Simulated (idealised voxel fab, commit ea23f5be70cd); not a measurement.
The process module that follows is named voxel fin reveal.
Section shown: cut. Width: 185 nm. Cell size: 5 nm, square.
Cross-section = grid of square cells, listed top down in bands; band = one or more rows. A band entry consists of two parts. The first gives the height of the band's top and the height of its bottom, in nm. The rest lists the band's materials from left to right, each with its width in nm. A single material labelled with the word "throughout" fills the band from edge to edge, and the word "empty" marks empty space. It should be noted that heights are counted from 0, beneath which the wafer as supplied is of one material throughout, and that the lowest band possesses no lower boundary but continues downward, as written in "top 0, no bottom". The notation "30->40" denotes a width that varies across the rows of cells in the band, beginning at the first number in the top row, finishing at the second number in the bottom row, and changing by an identical amount from each row to the next. Where a step carries "nothing different", the cross-section came out of it unchanged, cell for cell. Look at "Sealed-off cavities" for the closed voids: empty spaces with no open path to the top, sized 8 cells or up. Each is width x height at distance, distance from the left edge, all nm. Past the settings on a step's line: simulator remark, on that step. For masked steps, "overlay nm" on the step line gives how far right of plan the mask actually lay; a minus sign means it lay to the left.

### Planned process steps
1,RECEIVE,material Si
2,CONFORMAL_DEP,material SiN,thk nm 5
3,MASKED_ETCH,tone cover,mask id FINS,width nm 15,pitch nm 45,etch materials SiN,depth nm 5,overlay nm 0
4,MASKED_ETCH,tone cover,mask id FINS,width nm 15,pitch nm 45,etch materials Si,depth nm 40,overlay nm 0
5,OXIDIZE,depth nm 5
6,FILL_DEP,material SiO2,thk nm 5
7,CMP,height nm 5
8,SELECTIVE_ETCH,etch materials SiO2,depth nm 25
9,STRIP,etch materials SiN

### Wafer, first of two, run as planned

### Wafer at receipt (post step 1), cross-section
> top 0, no bottom: Si throughout
> Sealed-off cavities: none

### Once step 2 is through, the wafer looks like this in cross-section
> top 5, bottom 0: SiN throughout
> Everything under 0 stays put, no change at all.

### Once step 3 is through, the wafer looks like this in cross-section
> top 5, bottom 0: 15 nm empty, then 15 nm SiN, then 30 nm empty, then 15 nm SiN, then 30 nm empty, then 15 nm SiN, then 30 nm empty, then 15 nm SiN, then 20 nm empty
> Everything under 0 stays put, no change at all.

### Once step 4 is through, the wafer looks like this in cross-section
> top 5, bottom 0: 15 nm empty, then 15 nm SiN, then 30 nm empty, then 15 nm SiN, then 30 nm empty, then 15 nm SiN, then 30 nm empty, then 15 nm SiN, then 20 nm empty
> top 0, bottom -40: 15 nm empty, then 15 nm Si, then 30 nm empty, then 15 nm Si, then 30 nm empty, then 15 nm Si, then 30 nm empty, then 15 nm Si, then 20 nm empty
> Everything under -40 stays put, no change at all.

### Once step 5 is through, the wafer looks like this in cross-section
> top 5, bottom 0: 15 nm empty, then 15 nm SiN, then 30 nm empty, then 15 nm SiN, then 30 nm empty, then 15 nm SiN, then 30 nm empty, then 15 nm SiN, then 20 nm empty
> top 0, bottom -40: 15 nm empty, then 5 nm SiO2, then 5 nm Si, then 5 nm SiO2, then 30 nm empty, then 5 nm SiO2, then 5 nm Si, then 5 nm SiO2, then 30 nm empty, then 5 nm SiO2, then 5 nm Si, then 5 nm SiO2, then 30 nm empty, then 5 nm SiO2, then 5 nm Si, then 5 nm SiO2, then 20 nm empty
> top -40, bottom -45: 20 nm SiO2, then 5 nm Si, then 40 nm SiO2, then 5 nm Si, then 40 nm SiO2, then 5 nm Si, then 40 nm SiO2, then 5 nm Si, then 25 nm SiO2
> Everything under -45 stays put, no change at all.

### Once step 6 is through, the wafer looks like this in cross-section
> top 10, bottom 5: SiO2 throughout
> top 5, bottom 0: 15 nm SiO2, then 15 nm SiN, then 30 nm SiO2, then 15 nm SiN, then 30 nm SiO2, then 15 nm SiN, then 30 nm SiO2, then 15 nm SiN, then 20 nm SiO2
> top 0, bottom -45: 20 nm SiO2, then 5 nm Si, then 40 nm SiO2, then 5 nm Si, then 40 nm SiO2, then 5 nm Si, then 40 nm SiO2, then 5 nm Si, then 25 nm SiO2
> Everything under -45 stays put, no change at all.

### Once step 7 is through, the wafer looks like this in cross-section
> top 5, bottom 0: 15 nm SiO2, then 15 nm SiN, then 30 nm SiO2, then 15 nm SiN, then 30 nm SiO2, then 15 nm SiN, then 30 nm SiO2, then 15 nm SiN, then 20 nm SiO2
> Everything under 0 stays put, no change at all.

### Once step 8 is through, the wafer looks like this in cross-section
> top 5, bottom 0: 15 nm empty, then 15 nm SiN, then 30 nm empty, then 15 nm SiN, then 30 nm empty, then 15 nm SiN, then 30 nm empty, then 15 nm SiN, then 20 nm empty
> top 0, bottom -20: 20 nm empty, then 5 nm Si, then 40 nm empty, then 5 nm Si, then 40 nm empty, then 5 nm Si, then 40 nm empty, then 5 nm Si, then 25 nm empty
> Everything under -20 stays put, no change at all.

### Once step 9 is through, the wafer looks like this in cross-section
> top 0, bottom -20: 20 nm empty, then 5 nm Si, then 40 nm empty, then 5 nm Si, then 40 nm empty, then 5 nm Si, then 40 nm empty, then 5 nm Si, then 25 nm empty
> Everything under -20 stays put, no change at all.

### The second wafer was prepared from the same starting point and under the same plan as the first; its processing contained one mistake, and it remains indistinguishable from the first wafer up to and including step 2

### Cross-section of the second wafer corresponding to the planned conclusion of step 3
> top 5, bottom 0: 20 nm empty, then 15 nm SiN, then 30 nm empty, then 15 nm SiN, then 30 nm empty, then 15 nm SiN, then 30 nm empty, then 15 nm SiN, then 15 nm empty
> Everything under 0 stays put, no change at all.

### Cross-section of the second wafer corresponding to the planned conclusion of step 4
> top 5, bottom 0: 20 nm empty, then 15 nm SiN, then 30 nm empty, then 15 nm SiN, then 30 nm empty, then 15 nm SiN, then 30 nm empty, then 15 nm SiN, then 15 nm empty
> top 0, bottom -40: 15 nm empty, then 20 nm Si, then 25 nm empty, then 20 nm Si, then 25 nm empty, then 20 nm Si, then 25 nm empty, then 20 nm Si, then 15 nm empty
> Everything under -40 stays put, no change at all.

### Cross-section of the second wafer corresponding to the planned conclusion of step 5
> top 5, bottom 0: 20 nm empty, then 15 nm SiN, then 30 nm empty, then 15 nm SiN, then 30 nm empty, then 15 nm SiN, then 30 nm empty, then 15 nm SiN, then 15 nm empty
> top 0, bottom -5: 15 nm empty, then 10 nm SiO2, then 5 nm Si, then 5 nm SiO2, then 25 nm empty, then 10 nm SiO2, then 5 nm Si, then 5 nm SiO2, then 25 nm empty, then 10 nm SiO2, then 5 nm Si, then 5 nm SiO2, then 25 nm empty, then 10 nm SiO2, then 5 nm Si, then 5 nm SiO2, then 15 nm empty
> top -5, bottom -40: 15 nm empty, then 5 nm SiO2, then 10 nm Si, then 5 nm SiO2, then 25 nm empty, then 5 nm SiO2, then 10 nm Si, then 5 nm SiO2, then 25 nm empty, then 5 nm SiO2, then 10 nm Si, then 5 nm SiO2, then 25 nm empty, then 5 nm SiO2, then 10 nm Si, then 5 nm SiO2, then 15 nm empty
> top -40, bottom -45: 20 nm SiO2, then 10 nm Si, then 35 nm SiO2, then 10 nm Si, then 35 nm SiO2, then 10 nm Si, then 35 nm SiO2, then 10 nm Si, then 20 nm SiO2
> Everything under -45 stays put, no change at all.

### Cross-section of the second wafer corresponding to the planned conclusion of step 6
> top 10, bottom 5: SiO2 throughout
> top 5, bottom 0: 20 nm SiO2, then 15 nm SiN, then 30 nm SiO2, then 15 nm SiN, then 30 nm SiO2, then 15 nm SiN, then 30 nm SiO2, then 15 nm SiN, then 15 nm SiO2
> top 0, bottom -5: 25 nm SiO2, then 5 nm Si, then 40 nm SiO2, then 5 nm Si, then 40 nm SiO2, then 5 nm Si, then 40 nm SiO2, then 5 nm Si, then 20 nm SiO2
> top -5, bottom -45: 20 nm SiO2, then 10 nm Si, then 35 nm SiO2, then 10 nm Si, then 35 nm SiO2, then 10 nm Si, then 35 nm SiO2, then 10 nm Si, then 20 nm SiO2
> Everything under -45 stays put, no change at all.

### Cross-section of the second wafer corresponding to the planned conclusion of step 7
> top 5, bottom 0: 20 nm SiO2, then 15 nm SiN, then 30 nm SiO2, then 15 nm SiN, then 30 nm SiO2, then 15 nm SiN, then 30 nm SiO2, then 15 nm SiN, then 15 nm SiO2
> Everything under 0 stays put, no change at all.

### Cross-section of the second wafer corresponding to the planned conclusion of step 8
> top 5, bottom 0: 20 nm empty, then 15 nm SiN, then 30 nm empty, then 15 nm SiN, then 30 nm empty, then 15 nm SiN, then 30 nm empty, then 15 nm SiN, then 15 nm empty
> top 0, bottom -5: 25 nm empty, then 5 nm Si, then 40 nm empty, then 5 nm Si, then 40 nm empty, then 5 nm Si, then 40 nm empty, then 5 nm Si, then 20 nm empty
> top -5, bottom -20: 20 nm empty, then 10 nm Si, then 35 nm empty, then 10 nm Si, then 35 nm empty, then 10 nm Si, then 35 nm empty, then 10 nm Si, then 20 nm empty
> Everything under -20 stays put, no change at all.

### Cross-section of the second wafer corresponding to the planned conclusion of step 9
> top 0, bottom -5: 25 nm empty, then 5 nm Si, then 40 nm empty, then 5 nm Si, then 40 nm empty, then 5 nm Si, then 40 nm empty, then 5 nm Si, then 20 nm empty
> Everything under -5 stays put, no change at all.
Deviation from plan: step 3 changed vs plan, executed as MASKED_ETCH,tone cover,mask id FINS,width nm 15,pitch nm 45,etch materials SiN,depth nm 5,overlay nm 5
Wrapping up, a cell-based count of both wafers puts the second over or under the first for these materials: 32 more of Si | 20 fewer of SiO2
